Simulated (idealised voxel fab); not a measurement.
Presented below is a process module, voxel wiring stack.
Square cells of 5 nm make up the cross-section cut, whose width is 230 nm.
In what follows, cross-sections appear as grids of square cells, described through bands that run from the top down, where every band is one or more rows of cells.
A band entry consists of two parts. The first gives the height of the band's top and the height of its bottom, in nm. The rest lists the band's materials from left to right, each with its width in nm. A single material labelled with the word "everywhere" fills the band from edge to edge, and the word "air" marks empty space.
Heights are reckoned from 0. Under this level, the received wafer is all of one material. The bottommost band is open-ended downward, for example "z 0 and below".
A width such as "30 to 40" changes by the same amount from each row of cells to the next, from the band's top row to its bottom row.
"no alterations made", as given for a step, is the statement that not any cell of the cross-section underwent a change during that step.
Closed empty spaces (no open way to the top) of 8 cells or more are what "Tabulated closed voids" lists, each as width x height at distance from the left edge, nm for all three.
Where a step's line continues beyond its settings, the continuation is a remark by the simulator itself on that step.
If you see "overlay nm" on a step's line and that step has a mask, it's telling you how far right of where it was planned the mask ended up; a negative number means it went left instead.
Pairs from here to the end. Each: cross-section before one process step, cross-section after it, the latter only as far down as the lowest band that changed. Under each: the step between, and its settings. Mind that the pairs may be taken from different runs of this module on the same starting wafer; whether a pair continues from the pair above depends on its entry headed "Structure before processing", and it does only where that entry says so.

**Structure before processing**
    z 0 and below | Si everywhere
    Tabulated closed voids: none

**Post-Process Section**
    z 10 to 0 | SiO2 everywhere
    Everything below 0 is unchanged.
    Tabulated closed voids: none
Transition step, before and after shown above: CONFORMAL_DEP, material SiO2, thk nm 10

Structure before processing: look at the pair above, its after cross-section is where this step starts.

**Post-Process Section**
    z 15 to 10 | TiN everywhere
    Everything below 10 is unchanged.
    Tabulated closed voids: none
Transition step, before and after shown above: DIRECTIONAL_DEP, material TiN, thk nm 5

Structure before processing: look at the pair above, its after cross-section is where this step starts.

**Post-Process Section**
    z 35 to 15 | W everywhere
    Everything below 15 is unchanged.
    Tabulated closed voids: none
Transition step, before and after shown above: DIRECTIONAL_DEP, material W, thk nm 20

Structure before processing: look at the pair above, its after cross-section is where this step starts.

**Post-Process Section**
    z 50 to 35 | aC everywhere
    Everything below 35 is unchanged.
    Tabulated closed voids: none
Transition step, before and after shown above: DIRECTIONAL_DEP, material aC, thk nm 15

Structure before processing: look at the pair above, its after cross-section is where this step starts.

**Post-Process Section**
    z 85 to 50 | air (75) | resist (30) | air (20) | resist (30) | air (75)
    Everything below 50 is unchanged.
    Tabulated closed voids: none
Transition step, before and after shown above: PATTERN, tone cover, mask id METAL_1, material resist, width nm 30, pitch nm 50, thk nm 35, overlay nm 0

Structure before processing: look at the pair above, its after cross-section is where this step starts.

**Post-Process Section**
    z 70 to 50 | air (75) | resist (30) | air (20) | resist (30) | air (75)
    z 50 to 35 | air (75) | aC (30) | air (20) | aC (30) | air (75)
    Everything below 35 is unchanged.
    Tabulated closed voids: none
Transition step, before and after shown above: DIRECTIONAL_ETCH, etch materials aC, depth nm 15

Structure before processing: look at the pair above, its after cross-section is where this step starts.

**Post-Process Section**
    z 50 to 35 | air (75) | aC (30) | air (20) | aC (30) | air (75)
    Everything below 35 is unchanged.
    Tabulated closed voids: none
Transition step, before and after shown above: STRIP, etch materials resist

Structure before processing: look at the pair above, its after cross-section is where this step starts.

**Post-Process Section**
    z 50 to 35 | air (75) | aC (30) | air (20) | aC (30) | air (75)
    z 35 to 15 | air (75) | W (30) | air (20) | W (30) | air (75)
    Everything below 15 is unchanged.
    Tabulated closed voids: none
Transition step, before and after shown above: DIRECTIONAL_ETCH, etch materials W, depth nm 20

Structure before processing: look at the pair above, its after cross-section is where this step starts.

**Post-Process Section**
    z 50 to 35 | air (75) | aC (30) | air (20) | aC (30) | air (75)
    z 35 to 15 | air (75) | W (30) | air (20) | W (30) | air (75)
    z 15 to 10 | air (75) | TiN (30) | air (20) | TiN (30) | air (75)
    Everything below 10 is unchanged.
    Tabulated closed voids: none
Transition step, before and after shown above: DIRECTIONAL_ETCH, etch materials TiN, depth nm 5

Structure before processing: look at the pair above, its after cross-section is where this step starts.

**Post-Process Section**
    z 35 to 15 | air (75) | W (30) | air (20) | W (30) | air (75)
    Everything below 15 is unchanged.
    Tabulated closed voids: none
Transition step, before and after shown above: STRIP, etch materials aC

Structure before processing: look at the pair above, its after cross-section is where this step starts.

**Post-Process Section**
    z 40 to 35 | SiO2 everywhere
    z 35 to 15 | SiO2 (75) | W (30) | SiO2 (20) | W (30) | SiO2 (75)
    z 15 to 10 | SiO2 (75) | TiN (30) | SiO2 (20) | TiN (30) | SiO2 (75)
    Everything below 10 is unchanged.
    Tabulated closed voids: none
Transition step, before and after shown above: FILL_DEP, material SiO2, thk nm 5

Structure before processing: look at the pair above, its after cross-section is where this step starts.

**Post-Process Section**
    z 35 to 15 | SiO2 (75) | W (30) | SiO2 (20) | W (30) | SiO2 (75)
    Everything below 15 is unchanged.
    Tabulated closed voids: none
Transition step, before and after shown above: CMP, height nm 35

Structure before processing: look at the pair above, its after cross-section is where this step starts.

**Post-Process Section**
    z 40 to 35 | SiCN everywhere
    Everything below 35 is unchanged.
    Tabulated closed voids: none
Transition step, before and after shown above: CONFORMAL_DEP, material SiCN, thk nm 5

Structure before processing: look at the pair above, its after cross-section is where this step starts.

**Post-Process Section**
    z 65 to 40 | SiO2 everywhere
    Everything below 40 is unchanged.
    Tabulated closed voids: none
Transition step, before and after shown above: DIRECTIONAL_DEP, material SiO2, thk nm 25

Structure before processing: look at the pair above, its after cross-section is where this step starts.

**Post-Process Section**
    z 80 to 65 | aC everywhere
    Everything below 65 is unchanged.
    Tabulated closed voids: none
Transition step, before and after shown above: DIRECTIONAL_DEP, material aC, thk nm 15

Structure before processing: look at the pair above, its after cross-section is where this step starts.

**Post-Process Section**
    z 115 to 80 | resist (75) | air (30) | resist (20) | air (30) | resist (75)
    Everything below 80 is unchanged.
    Tabulated closed voids: none
Transition step, before and after shown above: PATTERN, tone open, mask id METAL_2, material resist, width nm 30, pitch nm 50, thk nm 35, overlay nm 0

Structure before processing: look at the pair above, its after cross-section is where this step starts.

**Post-Process Section**
    z 100 to 80 | resist (75) | air (30) | resist (20) | air (30) | resist (75)
    z 80 to 65 | aC (75) | air (30) | aC (20) | air (30) | aC (75)
    Everything below 65 is unchanged.
    Tabulated closed voids: none
Transition step, before and after shown above: DIRECTIONAL_ETCH, etch materials aC, depth nm 15

Structure before processing: look at the pair above, its after cross-section is where this step starts.

**Post-Process Section**
    z 80 to 65 | aC (75) | air (30) | aC (20) | air (30) | aC (75)
    Everything below 65 is unchanged.
    Tabulated closed voids: none
Transition step, before and after shown above: STRIP, etch materials resist

Structure before processing: look at the pair above, its after cross-section is where this step starts.

**Post-Process Section**
    z 80 to 65 | aC (75) | air (30) | aC (20) | air (30) | aC (75)
    z 65 to 50 | SiO2 (75) | air (30) | SiO2 (20) | air (30) | SiO2 (75)
    Everything below 50 is unchanged.
    Tabulated closed voids: none
Transition step, before and after shown above: DIRECTIONAL_ETCH, etch materials SiO2, depth nm 15

Structure before processing: look at the pair above, its after cross-section is where this step starts.

**Post-Process Section**
    z 65 to 50 | SiO2 (75) | air (30) | SiO2 (20) | air (30) | SiO2 (75)
    Everything below 50 is unchanged.
    Tabulated closed voids: none
Transition step, before and after shown above: STRIP, etch materials aC

Structure before processing: look at the pair above, its after cross-section is where this step starts.

**Post-Process Section**
    z 85 to 65 | resist (75) | air (15) | resist (35) | air (15) | resist (90)
    z 65 to 50 | SiO2 (75) | air (15) | resist (15) | SiO2 (20) | air (15) | resist (15) | SiO2 (75)
    Everything below 50 is unchanged.
    Tabulated closed voids: none
Transition step, before and after shown above: PATTERN, tone open, mask id METAL_2_HOLES, material resist, width nm 15, pitch nm 50, thk nm 20, overlay nm 0

Structure before processing: look at the pair above, its after cross-section is where this step starts.

**Post-Process Section**
    z 85 to 65 | resist (75) | air (15) | resist (35) | air (15) | resist (90)
    z 65 to 50 | SiO2 (75) | air (15) | resist (15) | SiO2 (20) | air (15) | resist (15) | SiO2 (75)
    z 50 to 40 | SiO2 (75) | air (15) | SiO2 (35) | air (15) | SiO2 (90)
    Everything below 40 is unchanged.
    Tabulated closed voids: none
Transition step, before and after shown above: DIRECTIONAL_ETCH, etch materials SiO2, depth nm 10

Structure before processing: look at the pair above, its after cross-section is where this step starts.

**Post-Process Section**
    z 85 to 65 | resist (75) | air (15) | resist (35) | air (15) | resist (90)
    z 65 to 50 | SiO2 (75) | air (15) | resist (15) | SiO2 (20) | air (15) | resist (15) | SiO2 (75)
    z 50 to 40 | SiO2 (75) | air (15) | SiO2 (35) | air (15) | SiO2 (90)
    z 40 to 35 | SiCN (75) | air (15) | SiCN (35) | air (15) | SiCN (90)
    Everything below 35 is unchanged.
    Tabulated closed voids: none
Transition step, before and after shown above: DIRECTIONAL_ETCH, etch materials SiCN, depth nm 5

Structure before processing: look at the pair above, its after cross-section is where this step starts.

**Post-Process Section**
    z 65 to 50 | SiO2 (75) | air (30) | SiO2 (20) | air (30) | SiO2 (75)
    Everything below 50 is unchanged.
    Tabulated closed voids: none
Transition step, before and after shown above: STRIP, etch materials resist

Structure before processing: look at the pair above, its after cross-section is where this step starts.

**Post-Process Section**
    z 70 to 65 | TiN (80) | air (20) | TiN (30) | air (20) | TiN (80)
    z 65 to 55 | SiO2 (75) | TiN (5) | air (20) | TiN (5) | SiO2 (20) | TiN (5) | air (20) | TiN (5) | SiO2 (75)
    z 55 to 50 | SiO2 (75) | TiN (5) | air (5) | TiN (20) | SiO2 (20) | TiN (5) | air (5) | TiN (20) | SiO2 (75)
    z 50 to 40 | SiO2 (75) | TiN (5) | air (5) | TiN (5) | SiO2 (35) | TiN (5) | air (5) | TiN (5) | SiO2 (90)
    z 40 to 35 | SiCN (75) | TiN (15) | SiCN (35) | TiN (15) | SiCN (90)
    Everything below 35 is unchanged.
    Tabulated closed voids: none
Transition step, before and after shown above: CONFORMAL_DEP, material TiN, thk nm 5

Structure before processing: look at the pair above, its after cross-section is where this step starts.

**Post-Process Section**
    z 75 to 70 | Cu everywhere
    z 70 to 65 | TiN (80) | Cu (20) | TiN (30) | Cu (20) | TiN (80)
    z 65 to 55 | SiO2 (75) | TiN (5) | Cu (20) | TiN (5) | SiO2 (20) | TiN (5) | Cu (20) | TiN (5) | SiO2 (75)
    z 55 to 50 | SiO2 (75) | TiN (5) | Cu (5) | TiN (20) | SiO2 (20) | TiN (5) | Cu (5) | TiN (20) | SiO2 (75)
    z 50 to 40 | SiO2 (75) | TiN (5) | Cu (5) | TiN (5) | SiO2 (35) | TiN (5) | Cu (5) | TiN (5) | SiO2 (90)
    Everything below 40 is unchanged.
    Tabulated closed voids: none
Transition step, before and after shown above: FILL_DEP, material Cu, thk nm 5

Structure before processing: look at the pair above, its after cross-section is where this step starts.

**Post-Process Section**
    z 65 to 55 | SiO2 (75) | TiN (5) | Cu (20) | TiN (5) | SiO2 (20) | TiN (5) | Cu (20) | TiN (5) | SiO2 (75)
    Everything below 55 is unchanged.
    Tabulated closed voids: none
Transition step, before and after shown above: CMP, height nm 65

Structure before processing: look at the pair above, its after cross-section is where this step starts.

**Post-Process Section**
    z 70 to 65 | SiCN everywhere
    Everything below 65 is unchanged.
    Tabulated closed voids: none
Transition step, before and after shown above: CONFORMAL_DEP, material SiCN, thk nm 5

Structure before processing: look at the pair above, its after cross-section is where this step starts.

**Post-Process Section**
    z 100 to 70 | SiO2 everywhere
    Everything below 70 is unchanged.
    Tabulated closed voids: none
Transition step, before and after shown above: DIRECTIONAL_DEP, material SiO2, thk nm 30

Structure before processing: look at the pair above, its after cross-section is where this step starts.

**Post-Process Section**
    z 110 to 100 | aC everywhere
    Everything below 100 is unchanged.
    Tabulated closed voids: none
Transition step, before and after shown above: DIRECTIONAL_DEP, material aC, thk nm 10

Structure before processing: look at the pair above, its after cross-section is where this step starts.

**Post-Process Section**
    z 140 to 110 | resist (75) | air (15) | resist (35) | air (15) | resist (90)
    Everything below 110 is unchanged.
    Tabulated closed voids: none
Transition step, before and after shown above: PATTERN, tone open, mask id METAL_3_HOLES, material resist, width nm 15, pitch nm 50, thk nm 30, overlay nm 0

Structure before processing: look at the pair above, its after cross-section is where this step starts.

**Post-Process Section**
    z 130 to 110 | resist (75) | air (15) | resist (35) | air (15) | resist (90)
    z 110 to 100 | aC (75) | air (15) | aC (35) | air (15) | aC (90)
    Everything below 100 is unchanged.
    Tabulated closed voids: none
Transition step, before and after shown above: DIRECTIONAL_ETCH, etch materials aC, depth nm 10

Structure before processing: look at the pair above, its after cross-section is where this step starts.

**Post-Process Section**
    z 110 to 100 | aC (75) | air (15) | aC (35) | air (15) | aC (90)
    Everything below 100 is unchanged.
    Tabulated closed voids: none
Transition step, before and after shown above: STRIP, etch materials resist

Structure before processing: look at the pair above, its after cross-section is where this step starts.

**Post-Process Section**
    z 110 to 100 | aC (75) | air (15) | aC (35) | air (15) | aC (90)
    z 100 to 70 | SiO2 (75) | air (15) | SiO2 (35) | air (15) | SiO2 (90)
    Everything below 70 is unchanged.
    Tabulated closed voids: none
Transition step, before and after shown above: DIRECTIONAL_ETCH, etch materials SiO2, depth nm 30

Structure before processing: look at the pair above, its after cross-section is where this step starts.

**Post-Process Section**
    z 100 to 70 | SiO2 (75) | air (15) | SiO2 (35) | air (15) | SiO2 (90)
    Everything below 70 is unchanged.
    Tabulated closed voids: none
Transition step, before and after shown above: STRIP, etch materials aC

Structure before processing: look at the pair above, its after cross-section is where this step starts.

**Post-Process Section**
    z 115 to 100 | aC (75) | air (15) | aC (35) | air (15) | aC (90)
    z 100 to 85 | SiO2 (75) | air (15) | SiO2 (35) | air (15) | SiO2 (90)
    z 85 to 70 | SiO2 (75) | aC (15) | SiO2 (35) | aC (15) | SiO2 (90)
    Everything below 70 is unchanged.
    Tabulated closed voids: none
Transition step, before and after shown above: DIRECTIONAL_DEP, material aC, thk nm 15

Structure before processing: look at the pair above, its after cross-section is where this step starts.

**Post-Process Section**
    z 150 to 115 | resist (75) | air (30) | resist (20) | air (30) | resist (75)
    Everything below 115 is unchanged.
    Tabulated closed voids: none
Transition step, before and after shown above: PATTERN, tone open, mask id METAL_3, material resist, width nm 30, pitch nm 50, thk nm 35, overlay nm 0

Structure before processing: look at the pair above, its after cross-section is where this step starts.

**Post-Process Section**
    z 135 to 115 | resist (75) | air (30) | resist (20) | air (30) | resist (75)
    z 115 to 100 | aC (75) | air (30) | aC (20) | air (30) | aC (75)
    z 100 to 70 | SiO2 (75) | air (15) | SiO2 (35) | air (15) | SiO2 (90)
    Everything below 70 is unchanged.
    Tabulated closed voids: none
Transition step, before and after shown above: DIRECTIONAL_ETCH, etch materials aC, depth nm 15

Structure before processing: look at the pair above, its after cross-section is where this step starts.

**Post-Process Section**
    z 115 to 100 | aC (75) | air (30) | aC (20) | air (30) | aC (75)
    Everything below 100 is unchanged.
    Tabulated closed voids: none
Transition step, before and after shown above: STRIP, etch materials resist

Structure before processing: look at the pair above, its after cross-section is where this step starts.

**Post-Process Section**
    z 115 to 100 | aC (75) | air (30) | aC (20) | air (30) | aC (75)
    z 100 to 80 | SiO2 (75) | air (30) | SiO2 (20) | air (30) | SiO2 (75)
    Everything below 80 is unchanged.
    Tabulated closed voids: none
Transition step, before and after shown above: DIRECTIONAL_ETCH, etch materials SiO2, depth nm 20

Structure before processing: look at the pair above, its after cross-section is where this step starts.

**Post-Process Section**
    z 115 to 100 | aC (75) | air (30) | aC (20) | air (30) | aC (75)
    z 100 to 80 | SiO2 (75) | air (30) | SiO2 (20) | air (30) | SiO2 (75)
    z 80 to 70 | SiO2 (75) | air (15) | SiO2 (35) | air (15) | SiO2 (90)
    z 70 to 65 | SiCN (75) | air (15) | SiCN (35) | air (15) | SiCN (90)
    Everything below 65 is unchanged.
    Tabulated closed voids: none
Transition step, before and after shown above: DIRECTIONAL_ETCH, etch materials SiCN, depth nm 5

Structure before processing: look at the pair above, its after cross-section is where this step starts.

**Post-Process Section**
    z 100 to 80 | SiO2 (75) | air (30) | SiO2 (20) | air (30) | SiO2 (75)
    Everything below 80 is unchanged.
    Tabulated closed voids: none
Transition step, before and after shown above: STRIP, etch materials aC

Structure before processing: look at the pair above, its after cross-section is where this step starts.

**Post-Process Section**
    z 105 to 100 | TiN (80) | air (20) | TiN (30) | air (20) | TiN (80)
    z 100 to 85 | SiO2 (75) | TiN (5) | air (20) | TiN (5) | SiO2 (20) | TiN (5) | air (20) | TiN (5) | SiO2 (75)
    z 85 to 80 | SiO2 (75) | TiN (5) | air (5) | TiN (20) | SiO2 (20) | TiN (5) | air (5) | TiN (20) | SiO2 (75)
    z 80 to 70 | SiO2 (75) | TiN (5) | air (5) | TiN (5) | SiO2 (35) | TiN (5) | air (5) | TiN (5) | SiO2 (90)
    z 70 to 65 | SiCN (75) | TiN (15) | SiCN (35) | TiN (15) | SiCN (90)
    Everything below 65 is unchanged.
    Tabulated closed voids: none
Transition step, before and after shown above: CONFORMAL_DEP, material TiN, thk nm 5

Structure before processing: look at the pair above, its after cross-section is where this step starts.

**Post-Process Section**
    z 115 to 105 | Cu everywhere
    z 105 to 100 | TiN (80) | Cu (20) | TiN (30) | Cu (20) | TiN (80)
    z 100 to 85 | SiO2 (75) | TiN (5) | Cu (20) | TiN (5) | SiO2 (20) | TiN (5) | Cu (20) | TiN (5) | SiO2 (75)
    z 85 to 80 | SiO2 (75) | TiN (5) | Cu (5) | TiN (20) | SiO2 (20) | TiN (5) | Cu (5) | TiN (20) | SiO2 (75)
    z 80 to 70 | SiO2 (75) | TiN (5) | Cu (5) | TiN (5) | SiO2 (35) | TiN (5) | Cu (5) | TiN (5) | SiO2 (90)
    Everything below 70 is unchanged.
    Tabulated closed voids: none
Transition step, before and after shown above: FILL_DEP, material Cu, thk nm 10

Structure before processing: look at the pair above, its after cross-section is where this step starts.

**Post-Process Section**
    z 100 to 85 | SiO2 (75) | TiN (5) | Cu (20) | TiN (5) | SiO2 (20) | TiN (5) | Cu (20) | TiN (5) | SiO2 (75)
    Everything below 85 is unchanged.
    Tabulated closed voids: none
Transition step, before and after shown above: CMP, height nm 100

Structure before processing: look at the pair above, its after cross-section is where this step starts.

**Post-Process Section**
    z 105 to 100 | SiN everywhere
    Everything below 100 is unchanged.
    Tabulated closed voids: none
Transition step, before and after shown above: CONFORMAL_DEP, material SiN, thk nm 5

**Structure before processing**
    z 10 to 0 | SiO2 everywhere
    z 0 and below | Si everywhere
    Tabulated closed voids: none

**Post-Process Section**
    z 30 to 10 | W everywhere
    Everything below 10 is unchanged.
    Tabulated closed voids: none
Transition step, before and after shown above: DIRECTIONAL_DEP, material W, thk nm 20

Structure before processing: look at the pair above, its after cross-section is where this step starts.

**Post-Process Section**
    z 45 to 30 | aC everywhere
    Everything below 30 is unchanged.
    Tabulated closed voids: none
Transition step, before and after shown above: DIRECTIONAL_DEP, material aC, thk nm 15

Structure before processing: look at the pair above, its after cross-section is where this step starts.

**Post-Process Section**
    z 80 to 45 | air (75) | resist (30) | air (20) | resist (30) | air (75)
    Everything below 45 is unchanged.
    Tabulated closed voids: none
Transition step, before and after shown above: PATTERN, tone cover, mask id METAL_1, material resist, width nm 30, pitch nm 50, thk nm 35, overlay nm 0

Structure before processing: look at the pair above, its after cross-section is where this step starts.

**Post-Process Section**
    z 65 to 45 | air (75) | resist (30) | air (20) | resist (30) | air (75)
    z 45 to 30 | air (75) | aC (30) | air (20) | aC (30) | air (75)
    Everything below 30 is unchanged.
    Tabulated closed voids: none
Transition step, before and after shown above: DIRECTIONAL_ETCH, etch materials aC, depth nm 15

Structure before processing: look at the pair above, its after cross-section is where this step starts.

**Post-Process Section**
    z 45 to 30 | air (75) | aC (30) | air (20) | aC (30) | air (75)
    Everything below 30 is unchanged.
    Tabulated closed voids: none
Transition step, before and after shown above: STRIP, etch materials resist

Structure before processing: look at the pair above, its after cross-section is where this step starts.

**Post-Process Section**
    z 45 to 30 | air (75) | aC (30) | air (20) | aC (30) | air (75)
    z 30 to 10 | air (75) | W (30) | air (20) | W (30) | air (75)
    Everything below 10 is unchanged.
    Tabulated closed voids: none
Transition step, before and after shown above: DIRECTIONAL_ETCH, etch materials W, depth nm 20

Structure before processing: look at the pair above, its after cross-section is where this step starts.

**Post-Process Section**
    z 30 to 10 | air (75) | W (30) | air (20) | W (30) | air (75)
    Everything below 10 is unchanged.
    Tabulated closed voids: none
Transition step, before and after shown above: STRIP, etch materials aC

Structure before processing: look at the pair above, its after cross-section is where this step starts.

**Post-Process Section**
    z 35 to 30 | SiO2 everywhere
    z 30 to 10 | SiO2 (75) | W (30) | SiO2 (20) | W (30) | SiO2 (75)
    Everything below 10 is unchanged.
    Tabulated closed voids: none
Transition step, before and after shown above: FILL_DEP, material SiO2, thk nm 5

Structure before processing: look at the pair above, its after cross-section is where this step starts.

**Post-Process Section**
    z 40 to 35 | SiCN everywhere
    Everything below 35 is unchanged.
    Tabulated closed voids: none
Transition step, before and after shown above: CONFORMAL_DEP, material SiCN, thk nm 5

Structure before processing: look at the pair above, its after cross-section is where this step starts.

**Post-Process Section**
    z 65 to 40 | SiO2 everywhere
    Everything below 40 is unchanged.
    Tabulated closed voids: none
Transition step, before and after shown above: DIRECTIONAL_DEP, material SiO2, thk nm 25

Structure before processing: look at the pair above, its after cross-section is where this step starts.

**Post-Process Section**
    z 80 to 65 | aC everywhere
    Everything below 65 is unchanged.
    Tabulated closed voids: none
Transition step, before and after shown above: DIRECTIONAL_DEP, material aC, thk nm 15

Structure before processing: look at the pair above, its after cross-section is where this step starts.

**Post-Process Section**
    z 115 to 80 | resist (75) | air (30) | resist (20) | air (30) | resist (75)
    Everything below 80 is unchanged.
    Tabulated closed voids: none
Transition step, before and after shown above: PATTERN, tone open, mask id METAL_2, material resist, width nm 30, pitch nm 50, thk nm 35, overlay nm 0

Structure before processing: look at the pair above, its after cross-section is where this step starts.

**Post-Process Section**
    z 100 to 80 | resist (75) | air (30) | resist (20) | air (30) | resist (75)
    z 80 to 65 | aC (75) | air (30) | aC (20) | air (30) | aC (75)
    Everything below 65 is unchanged.
    Tabulated closed voids: none
Transition step, before and after shown above: DIRECTIONAL_ETCH, etch materials aC, depth nm 15

Structure before processing: look at the pair above, its after cross-section is where this step starts.

**Post-Process Section**
    z 80 to 65 | aC (75) | air (30) | aC (20) | air (30) | aC (75)
    Everything below 65 is unchanged.
    Tabulated closed voids: none
Transition step, before and after shown above: STRIP, etch materials resist

Structure before processing: look at the pair above, its after cross-section is where this step starts.

**Post-Process Section**
    z 80 to 65 | aC (75) | air (30) | aC (20) | air (30) | aC (75)
    z 65 to 50 | SiO2 (75) | air (30) | SiO2 (20) | air (30) | SiO2 (75)
    Everything below 50 is unchanged.
    Tabulated closed voids: none
Transition step, before and after shown above: DIRECTIONAL_ETCH, etch materials SiO2, depth nm 15

Structure before processing: look at the pair above, its after cross-section is where this step starts.

**Post-Process Section**
    z 65 to 50 | SiO2 (75) | air (30) | SiO2 (20) | air (30) | SiO2 (75)
    Everything below 50 is unchanged.
    Tabulated closed voids: none
Transition step, before and after shown above: STRIP, etch materials aC

Structure before processing: look at the pair above, its after cross-section is where this step starts.

**Post-Process Section**
    z 85 to 65 | resist (75) | air (15) | resist (35) | air (15) | resist (90)
    z 65 to 50 | SiO2 (75) | air (15) | resist (15) | SiO2 (20) | air (15) | resist (15) | SiO2 (75)
    Everything below 50 is unchanged.
    Tabulated closed voids: none
Transition step, before and after shown above: PATTERN, tone open, mask id METAL_2_HOLES, material resist, width nm 15, pitch nm 50, thk nm 20, overlay nm 0

Structure before processing: look at the pair above, its after cross-section is where this step starts.

**Post-Process Section**
    z 85 to 65 | resist (75) | air (15) | resist (35) | air (15) | resist (90)
    z 65 to 50 | SiO2 (75) | air (15) | resist (15) | SiO2 (20) | air (15) | resist (15) | SiO2 (75)
    z 50 to 40 | SiO2 (75) | air (15) | SiO2 (35) | air (15) | SiO2 (90)
    Everything below 40 is unchanged.
    Tabulated closed voids: none
Transition step, before and after shown above: DIRECTIONAL_ETCH, etch materials SiO2, depth nm 10

Structure before processing: look at the pair above, its after cross-section is where this step starts.

**Post-Process Section**
    z 85 to 65 | resist (75) | air (15) | resist (35) | air (15) | resist (90)
    z 65 to 50 | SiO2 (75) | air (15) | resist (15) | SiO2 (20) | air (15) | resist (15) | SiO2 (75)
    z 50 to 40 | SiO2 (75) | air (15) | SiO2 (35) | air (15) | SiO2 (90)
    z 40 to 35 | SiCN (75) | air (15) | SiCN (35) | air (15) | SiCN (90)
    Everything below 35 is unchanged.
    Tabulated closed voids: none
Transition step, before and after shown above: DIRECTIONAL_ETCH, etch materials SiCN, depth nm 5

Structure before processing: look at the pair above, its after cross-section is where this step starts.

**Post-Process Section**
    z 65 to 50 | SiO2 (75) | air (30) | SiO2 (20) | air (30) | SiO2 (75)
    Everything below 50 is unchanged.
    Tabulated closed voids: none
Transition step, before and after shown above: STRIP, etch materials resist

Structure before processing: look at the pair above, its after cross-section is where this step starts.

**Post-Process Section**
    z 70 to 65 | TiN (80) | air (20) | TiN (30) | air (20) | TiN (80)
    z 65 to 55 | SiO2 (75) | TiN (5) | air (20) | TiN (5) | SiO2 (20) | TiN (5) | air (20) | TiN (5) | SiO2 (75)
    z 55 to 50 | SiO2 (75) | TiN (5) | air (5) | TiN (20) | SiO2 (20) | TiN (5) | air (5) | TiN (20) | SiO2 (75)
    z 50 to 40 | SiO2 (75) | TiN (5) | air (5) | TiN (5) | SiO2 (35) | TiN (5) | air (5) | TiN (5) | SiO2 (90)
    z 40 to 35 | SiCN (75) | TiN (15) | SiCN (35) | TiN (15) | SiCN (90)
    Everything below 35 is unchanged.
    Tabulated closed voids: none
Transition step, before and after shown above: CONFORMAL_DEP, material TiN, thk nm 5

Structure before processing: look at the pair above, its after cross-section is where this step starts.

**Post-Process Section**
    z 75 to 70 | Cu everywhere
    z 70 to 65 | TiN (80) | Cu (20) | TiN (30) | Cu (20) | TiN (80)
    z 65 to 55 | SiO2 (75) | TiN (5) | Cu (20) | TiN (5) | SiO2 (20) | TiN (5) | Cu (20) | TiN (5) | SiO2 (75)
    z 55 to 50 | SiO2 (75) | TiN (5) | Cu (5) | TiN (20) | SiO2 (20) | TiN (5) | Cu (5) | TiN (20) | SiO2 (75)
    z 50 to 40 | SiO2 (75) | TiN (5) | Cu (5) | TiN (5) | SiO2 (35) | TiN (5) | Cu (5) | TiN (5) | SiO2 (90)
    Everything below 40 is unchanged.
    Tabulated closed voids: none
Transition step, before and after shown above: FILL_DEP, material Cu, thk nm 5

Structure before processing: look at the pair above, its after cross-section is where this step starts.

**Post-Process Section**
    z 65 to 55 | SiO2 (75) | TiN (5) | Cu (20) | TiN (5) | SiO2 (20) | TiN (5) | Cu (20) | TiN (5) | SiO2 (75)
    Everything below 55 is unchanged.
    Tabulated closed voids: none
Transition step, before and after shown above: CMP, height nm 65

Structure before processing: look at the pair above, its after cross-section is where this step starts.

**Post-Process Section**
    z 70 to 65 | SiCN everywhere
    Everything below 65 is unchanged.
    Tabulated closed voids: none
Transition step, before and after shown above: CONFORMAL_DEP, material SiCN, thk nm 5

Structure before processing: look at the pair above, its after cross-section is where this step starts.

**Post-Process Section**
    z 100 to 70 | SiO2 everywhere
    Everything below 70 is unchanged.
    Tabulated closed voids: none
Transition step, before and after shown above: DIRECTIONAL_DEP, material SiO2, thk nm 30

Structure before processing: look at the pair above, its after cross-section is where this step starts.

**Post-Process Section**
    z 110 to 100 | aC everywhere
    Everything below 100 is unchanged.
    Tabulated closed voids: none
Transition step, before and after shown above: DIRECTIONAL_DEP, material aC, thk nm 10

Structure before processing: look at the pair above, its after cross-section is where this step starts.

**Post-Process Section**
    z 140 to 110 | resist (75) | air (15) | resist (35) | air (15) | resist (90)
    Everything below 110 is unchanged.
    Tabulated closed voids: none
Transition step, before and after shown above: PATTERN, tone open, mask id METAL_3_HOLES, material resist, width nm 15, pitch nm 50, thk nm 30, overlay nm 0

Structure before processing: look at the pair above, its after cross-section is where this step starts.

**Post-Process Section**
    z 130 to 110 | resist (75) | air (15) | resist (35) | air (15) | resist (90)
    z 110 to 100 | aC (75) | air (15) | aC (35) | air (15) | aC (90)
    Everything below 100 is unchanged.
    Tabulated closed voids: none
Transition step, before and after shown above: DIRECTIONAL_ETCH, etch materials aC, depth nm 10

Structure before processing: look at the pair above, its after cross-section is where this step starts.

**Post-Process Section**
    z 110 to 100 | aC (75) | air (15) | aC (35) | air (15) | aC (90)
    Everything below 100 is unchanged.
    Tabulated closed voids: none
Transition step, before and after shown above: STRIP, etch materials resist

Structure before processing: look at the pair above, its after cross-section is where this step starts.

**Post-Process Section**
    z 110 to 100 | aC (75) | air (15) | aC (35) | air (15) | aC (90)
    z 100 to 70 | SiO2 (75) | air (15) | SiO2 (35) | air (15) | SiO2 (90)
    Everything below 70 is unchanged.
    Tabulated closed voids: none
Transition step, before and after shown above: DIRECTIONAL_ETCH, etch materials SiO2, depth nm 30

Structure before processing: look at the pair above, its after cross-section is where this step starts.

**Post-Process Section**
    z 100 to 70 | SiO2 (75) | air (15) | SiO2 (35) | air (15) | SiO2 (90)
    Everything below 70 is unchanged.
    Tabulated closed voids: none
Transition step, before and after shown above: STRIP, etch materials aC

Structure before processing: look at the pair above, its after cross-section is where this step starts.

**Post-Process Section**
    z 115 to 100 | aC (75) | air (15) | aC (35) | air (15) | aC (90)
    z 100 to 85 | SiO2 (75) | air (15) | SiO2 (35) | air (15) | SiO2 (90)
    z 85 to 70 | SiO2 (75) | aC (15) | SiO2 (35) | aC (15) | SiO2 (90)
    Everything below 70 is unchanged.
    Tabulated closed voids: none
Transition step, before and after shown above: DIRECTIONAL_DEP, material aC, thk nm 15

Structure before processing: look at the pair above, its after cross-section is where this step starts.

**Post-Process Section**
    z 150 to 115 | resist (75) | air (30) | resist (20) | air (30) | resist (75)
    Everything below 115 is unchanged.
    Tabulated closed voids: none
Transition step, before and after shown above: PATTERN, tone open, mask id METAL_3, material resist, width nm 30, pitch nm 50, thk nm 35, overlay nm 0
